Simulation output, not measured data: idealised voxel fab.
The document below concerns the process module designated voxel lift off.
cross-section cut | 285 nm wide | cells 5 nm
How to read a cross-section here: the picture is a grid of square cells, written as bands going from the top down, and any band can span one or more rows of cells. Read a band's entry like this: the first values are the height of its top and the height of its bottom in nm, and what follows is the sequence of materials from left to right, each with its width in nm. Note that "air" is empty space, and that a single material marked "all across" reaches across the band from edge to edge. Zero point of the height axis is 0; under it, received wafer = one material. Lowest band: continues down indefinitely, "0 -> down". Top row gets the first number, bottom row gets the second, and each row in between changes by the same step: that is how a band width like "30..40" works. "no modifications" for a step: no cell of the cross-section changed in that step. "Sealed void inventory" means: voids of 8 cells or more that are shut off from the top with no open way through. Written width x height at distance, distance from the left edge, in nm. That trailing text on a step's line, after the settings, is the simulator's own remark on the step. overlay nm: right-of-plan distance of the mask on a masked step; negative values mean left-of-plan.

The following list gives the planned process steps
| 1 | RECEIVE | material Si |
| 2 | CONFORMAL_DEP | material SiO2 | thk nm 10 |
| 3 | PATTERN | tone open | mask id LINES | material resist | width nm 25 | pitch nm 40 | thk nm 20 | overlay nm 0 |
| 4 | DIRECTIONAL_DEP | material Ru | thk nm 5 |
| 5 | STRIP | etch materials resist |
| 6 | CONFORMAL_DEP | material SiN | thk nm 10 |

Below: the first of two wafers, run as planned

Cross-section of the incoming wafer, state after step 1
0 -> down | Si all across
Sealed void inventory: none

You're looking at a cross-section of the wafer after step 2
10 -> 0 | SiO2 all across
Below 0, no change.

You're looking at a cross-section of the wafer after step 3
30 -> 10 | resist 110; air 25; resist 15; air 25; resist 110
Below 10, no change.

You're looking at a cross-section of the wafer after step 4
35 -> 30 | Ru 110; air 25; Ru 15; air 25; Ru 110
30 -> 15 | resist 110; air 25; resist 15; air 25; resist 110
15 -> 10 | resist 110; Ru 25; resist 15; Ru 25; resist 110
Below 10, no change.

You're looking at a cross-section of the wafer after step 5
15 -> 10 | air 110; Ru 25; air 15; Ru 25; air 110
Below 10, no change.

You're looking at a cross-section of the wafer after step 6
25 -> 20 | air 100; SiN 85; air 100
20 -> 15 | SiN all across
15 -> 10 | SiN 110; Ru 25; SiN 15; Ru 25; SiN 110
Below 10, no change.

The second wafer was prepared from the same starting point and under the same plan as the first; its processing contained one mistake, and it remains indistinguishable from the first wafer up to and including step 2

Second wafer, cross-section, planned end of step 3
30 -> 10 | air 110; resist 25; air 15; resist 25; air 110
Below 10, no change.

Second wafer, cross-section, planned end of step 4
35 -> 30 | air 110; Ru 25; air 15; Ru 25; air 110
30 -> 15 | air 110; resist 25; air 15; resist 25; air 110
15 -> 10 | Ru 110; resist 25; Ru 15; resist 25; Ru 110
Below 10, no change.

Second wafer, cross-section, planned end of step 5
15 -> 10 | Ru 110; air 25; Ru 15; air 25; Ru 110
Below 10, no change.

Second wafer, cross-section, planned end of step 6
25 -> 20 | SiN 120; air 5; SiN 35; air 5; SiN 120
20 -> 15 | SiN all across
15 -> 10 | Ru 110; SiN 25; Ru 15; SiN 25; Ru 110
Below 10, no change.
Processing error: step 3 off recipe, ran as PATTERN | tone cover | mask id LINES | material resist | width nm 25 | pitch nm 40 | thk nm 20 | overlay nm 0
The second wafer ends with more or fewer cells of some materials than the first, per final count: Ru: 37 more; SiN: 1 more
